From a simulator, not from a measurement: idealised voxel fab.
Module name: voxel wiring stack (process module)
Pictured: cross-section cut, 195 nm wide, on a grid of 5 nm square cells.
Heads up, the way a cross-section reads in here is a grid of square cells, handed over as bands from the top down, with every band being one or more rows of cells.
Quick guide to a band line: top height, bottom height (nm) up front; then every material left to right with its width in nm. Only one material and it's marked "edge to edge"? Then it fills the band edge to edge. And "empty" just means empty space.
Height is counted from the level 0, under which the received wafer is composed throughout of one material. The lowest of the bands is not closed at the bottom but continues downward, in the notation "0 and below".
Top row gets the first number, bottom row gets the second, and each row in between changes by the same step: that is how a band width like "30..40" works.
Key: "all unchanged" - step with no changed cell in the cross-section.
Each empty space that has no open way to the top and spans at least 8 cells appears under "Closed void inventory" as width x height at distance, the distance counted from the left edge, all in nm.
If you see something after the settings on a step's line, that's the simulator's own remark about that step.
overlay nm: right-of-plan distance of the mask on a masked step; negative values mean left-of-plan.

List of planned process steps
step 1: RECEIVE [material Si]
step 2: CONFORMAL_DEP [material SiO2] [thk nm 15]
step 3: DIRECTIONAL_DEP [material TiN] [thk nm 5]
step 4: DIRECTIONAL_DEP [material Ru] [thk nm 15]
step 5: PATTERN [tone cover] [mask id METAL_1] [material resist] [width nm 30] [pitch nm 45] [thk nm 20] [overlay nm 0]
step 6: DIRECTIONAL_ETCH [etch materials Ru] [depth nm 15]
step 7: DIRECTIONAL_ETCH [etch materials TiN] [depth nm 5]
step 8: STRIP [etch materials resist]
step 9: CONFORMAL_DEP [material SiCN] [thk nm 5]
step 10: FILL_DEP [material SiO2] [thk nm 5]
step 11: CMP [height nm 35]
step 12: CONFORMAL_DEP [material SiCN] [thk nm 5]
step 13: DIRECTIONAL_DEP [material SiO2] [thk nm 20]
step 14: PATTERN [tone open] [mask id PLUG_1] [material resist] [width nm 15] [pitch nm 90] [thk nm 15] [overlay nm 0]
step 15: DIRECTIONAL_ETCH [etch materials SiO2] [depth nm 20]
step 16: DIRECTIONAL_ETCH [etch materials SiCN] [depth nm 5]
step 17: STRIP [etch materials resist]
step 18: EPI [material Ru] [thk nm 10]
step 19: EPI [material Ru] [thk nm 10]
step 20: EPI [material Ru] [thk nm 5]
step 21: DIRECTIONAL_DEP [material TiN] [thk nm 5]
step 22: DIRECTIONAL_DEP [material Ru] [thk nm 20]
step 23: MASKED_ETCH [tone cover] [mask id METAL_2] [width nm 30] [pitch nm 45] [etch materials Ru] [depth nm 20] [overlay nm 0]
step 24: MASKED_ETCH [tone cover] [mask id METAL_2] [width nm 30] [pitch nm 45] [etch materials TiN] [depth nm 5] [overlay nm 0]
step 25: FILL_DEP [material SiO2] [thk nm 10]
step 26: CMP [height nm 85]
step 27: CONFORMAL_DEP [material SiN] [thk nm 5]

So this is the incoming wafer in cross-section - it's already been through step 1
> 0 and below = Si edge to edge
> Closed void inventory: none

Wafer cross-section at module end: first of two, run to plan
> 90 down to 85 = SiN edge to edge
> 85 down to 65 = SiO2=15 / Ru=30 / SiO2=15 / Ru=30 / SiO2=15 / Ru=30 / SiO2=15 / Ru=30 / SiO2=15
> 65 down to 60 = SiO2=15 / TiN=30 / SiO2=15 / TiN=30 / SiO2=15 / TiN=30 / SiO2=15 / TiN=30 / SiO2=15
> 60 down to 40 = SiO2=15 / Ru=15 / SiO2=75 / Ru=15 / SiO2=75
> 40 down to 35 = SiCN=15 / Ru=15 / SiCN=75 / Ru=15 / SiCN=75
> 35 down to 20 = SiO2=10 / SiCN=5 / Ru=30 / SiCN=5 / SiO2=5 / SiCN=5 / Ru=30 / SiCN=5 / SiO2=5 / SiCN=5 / Ru=30 / SiCN=5 / SiO2=5 / SiCN=5 / Ru=30 / SiCN=5 / SiO2=10
> 20 down to 15 = SiCN=15 / TiN=30 / SiCN=15 / TiN=30 / SiCN=15 / TiN=30 / SiCN=15 / TiN=30 / SiCN=15
> 15 down to 0 = SiO2 edge to edge
> 0 and below = Si edge to edge
> Closed void inventory: none

Module end: cross-section of wafer two of two. Same start and process plan as the first wafer. One mistake during execution
> 90 down to 85 = SiN edge to edge
> 85 down to 65 = SiO2=15 / Ru=30 / SiO2=15 / Ru=30 / SiO2=15 / Ru=30 / SiO2=15 / Ru=30 / SiO2=15
> 65 down to 60 = SiO2=15 / TiN=30 / SiO2=15 / TiN=30 / SiO2=15 / TiN=30 / SiO2=15 / TiN=30 / SiO2=15
> 60 down to 40 = SiO2=20 / Ru=15 / SiO2=75 / Ru=15 / SiO2=70
> 40 down to 35 = SiCN=20 / Ru=15 / SiCN=75 / Ru=15 / SiCN=70
> 35 down to 20 = SiO2=10 / SiCN=5 / Ru=30 / SiCN=5 / SiO2=5 / SiCN=5 / Ru=30 / SiCN=5 / SiO2=5 / SiCN=5 / Ru=30 / SiCN=5 / SiO2=5 / SiCN=5 / Ru=30 / SiCN=5 / SiO2=10
> 20 down to 15 = SiCN=15 / TiN=30 / SiCN=15 / TiN=30 / SiCN=15 / TiN=30 / SiCN=15 / TiN=30 / SiCN=15
> 15 down to 0 = SiO2 edge to edge
> 0 and below = Si edge to edge
> Closed void inventory: none
The mistake made against the process plan was this: step 14 was not run as planned; what actually ran was PATTERN [tone open] [mask id PLUG_1] [material resist] [width nm 15] [pitch nm 90] [thk nm 15] [overlay nm 5]
Matching per-material cell counts, mismatched positions: that is how the second wafer compares with the first at the end.
